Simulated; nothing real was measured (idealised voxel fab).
process module | voxel self aligned vias
cross-section cut | 225 nm wide | cells 5 nm
A cross-section is a grid of square cells, given in bands from the top down. A band is one or more rows of cells.
Each band's line starts with the height of the band's top and of its bottom, in nm. Then come its materials from left to right, each with its width in nm. One material with "throughout" fills the band from edge to edge. "air" is empty space.
Height 0 is the level under which the wafer as received is all one material. The lowest band goes on downwards, as in "0 down".
A width such as "30 to 40" changes by the same amount from each row of cells to the next, from the band's top row to its bottom row.
"no change" after a step means that no cell of the cross-section changed.
closed voids: empty space of 8 cells or more with no open way to the top, each as width x height at its distance from the left edge, in nm
after a step's settings: what the simulator itself notes on the step
overlay nm, on a step with a mask: how far to the right of its planned place the mask lay; to the left if negative
plan
1 op RECEIVE | material Si
2 op CONFORMAL_DEP | material SiO2 | thk nm 10
3 op CONFORMAL_DEP | material SiCN | thk nm 5
4 op DIRECTIONAL_DEP | material SiO2 | thk nm 20
5 op PATTERN | tone open | mask id LINES | material resist | width nm 25 | pitch nm 60 | thk nm 15 | overlay nm 0
6 op DIRECTIONAL_ETCH | etch materials SiO2 | depth nm 20
7 op STRIP | etch materials resist
8 op CONFORMAL_DEP | material TiN | thk nm 5
9 op FILL_DEP | material Ru | thk nm 5
10 op CMP | height nm 35
11 op SELECTIVE_ETCH | etch materials W Ru TiN | depth nm 10
12 op FILL_DEP | material SiN | thk nm 5
13 op CMP | height nm 35
14 op DIRECTIONAL_DEP | material SiO2 | thk nm 15
15 op MASKED_ETCH | tone open | mask id VIAS | width nm 45 | pitch nm 120 | etch materials SiO2 | depth nm 15 | overlay nm 0
16 op MASKED_ETCH | tone open | mask id VIAS | width nm 45 | pitch nm 120 | etch materials SiN | depth nm 10 | overlay nm 0
17 op CONFORMAL_DEP | material TiN | thk nm 5
18 op FILL_DEP | material Cu | thk nm 5
19 op CMP | height nm 50
20 op CONFORMAL_DEP | material SiN | thk nm 5
as received, after step 1
  0 down: Si throughout
  closed voids: none
first wafer at the end, as planned
  55 to 50: SiN throughout
  50 to 40: SiO2 30 | TiN 5 | Cu 35 | TiN 5 | SiO2 75 | TiN 5 | Cu 35 | TiN 5 | SiO2 30
  40 to 35: SiO2 30 | TiN 15 | Cu 15 | TiN 15 | SiO2 75 | TiN 15 | Cu 15 | TiN 15 | SiO2 30
  35 to 30: SiO2 40 | TiN 5 | Cu 15 | TiN 5 | SiO2 35 | SiN 25 | SiO2 35 | TiN 5 | Cu 15 | TiN 5 | SiO2 40
  30 to 25: SiO2 40 | TiN 25 | SiO2 35 | SiN 25 | SiO2 35 | TiN 25 | SiO2 40
  25 to 20: SiO2 40 | TiN 5 | Ru 15 | TiN 5 | SiO2 35 | TiN 5 | Ru 15 | TiN 5 | SiO2 35 | TiN 5 | Ru 15 | TiN 5 | SiO2 40
  20 to 15: SiO2 40 | TiN 25 | SiO2 35 | TiN 25 | SiO2 35 | TiN 25 | SiO2 40
  15 to 10: SiCN throughout
  10 to 0: SiO2 throughout
  0 down: Si throughout
  closed voids: none
second wafer at the end: like start, like plan, one mistake
  50 to 45: SiN throughout
  45 to 35: SiO2 30 | TiN 5 to 15 | Cu 35 to 15 | TiN 5 to 15 | SiO2 75 | TiN 5 to 15 | Cu 35 to 15 | TiN 5 to 15 | SiO2 30
  35 to 30: SiO2 40 | TiN 5 | Cu 15 | TiN 5 | SiO2 35 | SiN 25 | SiO2 35 | TiN 5 | Cu 15 | TiN 5 | SiO2 40
  30 to 25: SiO2 40 | TiN 25 | SiO2 35 | SiN 25 | SiO2 35 | TiN 25 | SiO2 40
  25 to 20: SiO2 40 | TiN 5 | Ru 15 | TiN 5 | SiO2 35 | TiN 5 | Ru 15 | TiN 5 | SiO2 35 | TiN 5 | Ru 15 | TiN 5 | SiO2 40
  20 to 15: SiO2 40 | TiN 25 | SiO2 35 | TiN 25 | SiO2 35 | TiN 25 | SiO2 40
  15 to 10: SiCN throughout
  10 to 0: SiO2 throughout
  0 down: Si throughout
  closed voids: none
what went wrong: step 19 ran as: op CMP | height nm 45
at the end the second wafer has, in cells: 14 fewer of Cu | 27 fewer of SiO2 | 4 fewer of TiN
